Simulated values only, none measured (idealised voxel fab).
process module | voxel air gaps
cross-section cut | 190 nm wide | cells 5 nm
A cross-section is a grid of square cells, given in bands from the top down. A band is one or more rows of cells.
Each band's line starts with the height of the band's top and of its bottom, in nm. Then come its materials from left to right, each with its width in nm. One material with "throughout" fills the band from edge to edge. "air" is empty space.
Height 0 is the level under which the wafer as received is all one material. The lowest band goes on downwards, as in "0 down".
A width such as "30 to 40" changes by the same amount from each row of cells to the next, from the band's top row to its bottom row.
"no change" after a step means that no cell of the cross-section changed.
closed voids: empty space of 8 cells or more with no open way to the top, each as width x height at its distance from the left edge, in nm
after a step's settings: what the simulator itself notes on the step
overlay nm, on a step with a mask: how far to the right of its planned place the mask lay; to the left if negative
plan
1 op RECEIVE | material Si
2 op CONFORMAL_DEP | material SiO2 | thk nm 15
3 op CONFORMAL_DEP | material SiCN | thk nm 5
4 op DIRECTIONAL_DEP | material lowk | thk nm 35
5 op DIRECTIONAL_DEP | material aC | thk nm 15
6 op PATTERN | tone open | mask id LINES | material resist | width nm 15 | pitch nm 45 | thk nm 30 | overlay nm 0
7 op DIRECTIONAL_ETCH | etch materials aC | depth nm 15
8 op STRIP | etch materials resist
9 op DIRECTIONAL_ETCH | etch materials lowk | depth nm 35
10 op STRIP | etch materials aC
11 op CONFORMAL_DEP | material TiN | thk nm 5
12 op FILL_DEP | material Cu | thk nm 10
13 op CMP | height nm 55
14 op EPI | material Ru | thk nm 10
15 op SELECTIVE_ETCH | etch materials lowk | depth nm 45
16 op CONFORMAL_DEP | material SiCN | thk nm 5
as received, after step 1
  0 down: Si throughout
  closed voids: none
first wafer at the end, as planned
  70 to 65: air 25 | SiCN 135 | air 30
  65 to 55: air 25 | SiCN 5 | Ru 35 | SiCN 10 | Ru 35 | SiCN 10 | Ru 35 | SiCN 5 | air 30
  55 to 50: air 25 | SiCN 15 | TiN 5 | Cu 5 | TiN 5 | SiCN 30 | TiN 5 | Cu 5 | TiN 5 | SiCN 30 | TiN 5 | Cu 5 | TiN 5 | SiCN 15 | air 30
  50 to 25: air 35 | SiCN 5 | TiN 5 | Cu 5 | TiN 5 | SiCN 5 | air 20 | SiCN 5 | TiN 5 | Cu 5 | TiN 5 | SiCN 5 | air 20 | SiCN 5 | TiN 5 | Cu 5 | TiN 5 | SiCN 5 | air 40
  25 to 20: SiCN 40 | TiN 15 | SiCN 30 | TiN 15 | SiCN 30 | TiN 15 | SiCN 45
  20 to 15: SiCN throughout
  15 to 0: SiO2 throughout
  0 down: Si throughout
  closed voids: 20 x 25 at 60; 20 x 25 at 105
second wafer at the end: like start, like plan, one mistake
  70 to 65: air 20 | SiCN 135 | air 35
  65 to 55: air 20 | SiCN 5 | Ru 35 | SiCN 10 | Ru 35 | SiCN 10 | Ru 35 | SiCN 5 | air 35
  55 to 50: air 20 | SiCN 15 | TiN 5 | Cu 5 | TiN 5 | SiCN 30 | TiN 5 | Cu 5 | TiN 5 | SiCN 30 | TiN 5 | Cu 5 | TiN 5 | SiCN 15 | air 35
  50 to 25: air 30 | SiCN 5 | TiN 5 | Cu 5 | TiN 5 | SiCN 5 | air 20 | SiCN 5 | TiN 5 | Cu 5 | TiN 5 | SiCN 5 | air 20 | SiCN 5 | TiN 5 | Cu 5 | TiN 5 | SiCN 5 | air 45
  25 to 20: SiCN 35 | TiN 15 | SiCN 30 | TiN 15 | SiCN 30 | TiN 15 | SiCN 50
  20 to 15: SiCN throughout
  15 to 0: SiO2 throughout
  0 down: Si throughout
  closed voids: 20 x 25 at 55; 20 x 25 at 100
what went wrong: step 6 ran as: op PATTERN | tone open | mask id LINES | material resist | width nm 15 | pitch nm 45 | thk nm 30 | overlay nm -5
at the end the second wafer has, in cells: as many of each material as the first, in other places
